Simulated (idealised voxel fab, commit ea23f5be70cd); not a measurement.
Proc. module: voxel ribs on slabs
This is section cut - it's 250 nm across, gridded in 5 nm square cells.
Cross-section format: a grid of square cells, given as bands from top to bottom; each band is one or more rows of cells. Band: top and bottom heights (nm) first, top before bottom; then materials from left to right, widths in nm. "edge to edge" marks a sole material filling the band edge to edge. "blank" denotes empty space. Height is counted from the level 0, under which the received wafer is composed throughout of one material. The lowest of the bands is not closed at the bottom but continues downward, in the notation "0 and below". With a width like "30->40", each row of cells in the band differs from the next by the same amount, the top row carrying the first number and the bottom row the second. Key: "no alterations made" - step with no changed cell in the cross-section. "Trapped void list" contains a list of empty spaces, each no smaller than 8 cells and without an open way to the top, written in the form width x height at distance with the distance from the left edge and all three in nm. Formally, on a step line, whatever follows the settings is a remark that the simulator itself makes on the step. You can add "overlay nm" to a step's line. For a step with a mask, it describes how far the mask lay to the right of its planned position, and a negative number describes a lay to the left.
**So here's the lineup of process steps we planned**
step 1: RECEIVE,material Si
step 2: DIRECTIONAL_DEP,material SiO2,thk nm 25
step 3: DIRECTIONAL_DEP,material SiN,thk nm 15
step 4: MASKED_ETCH,tone cover,mask id RIB,width nm 20,etch materials SiN,depth nm 10,overlay nm 0
step 5: MASKED_ETCH,tone cover,mask id SLAB,width nm 60,etch materials SiN,depth nm 5,overlay nm 0
step 6: FILL_DEP,material SiO2,thk nm 20
step 7: CMP,height nm 50
step 8: DIRECTIONAL_DEP,material TiN,thk nm 5
step 9: MASKED_ETCH,tone cover,mask id HEATER,width nm 30,etch materials TiN,depth nm 5,overlay nm -15
step 10: CONFORMAL_DEP,material SiO2,thk nm 5
Same starting wafers, different overlay nm at step 9. Plan value belongs to the first wafer.
**First of several wafers, received after step 1, in cross-section**
0 and below = Si edge to edge
Trapped void list: none
**Table: wafers, a row each; end-of-module cell change per material since receipt, gain (+), loss (-); then closed voids**
overlay nm -15; +20 SiN; +532 SiO2; +6 TiN; Trapped void list: none
overlay nm -10; +20 SiN; +532 SiO2; +6 TiN; Trapped void list: none
overlay nm -5; +20 SiN; +532 SiO2; +6 TiN; Trapped void list: none
overlay nm 0; +20 SiN; +532 SiO2; +6 TiN; Trapped void list: none
overlay nm 5; +20 SiN; +532 SiO2; +6 TiN; Trapped void list: none
overlay nm 10; +20 SiN; +532 SiO2; +6 TiN; Trapped void list: none
overlay nm 15; +20 SiN; +532 SiO2; +6 TiN; Trapped void list: none
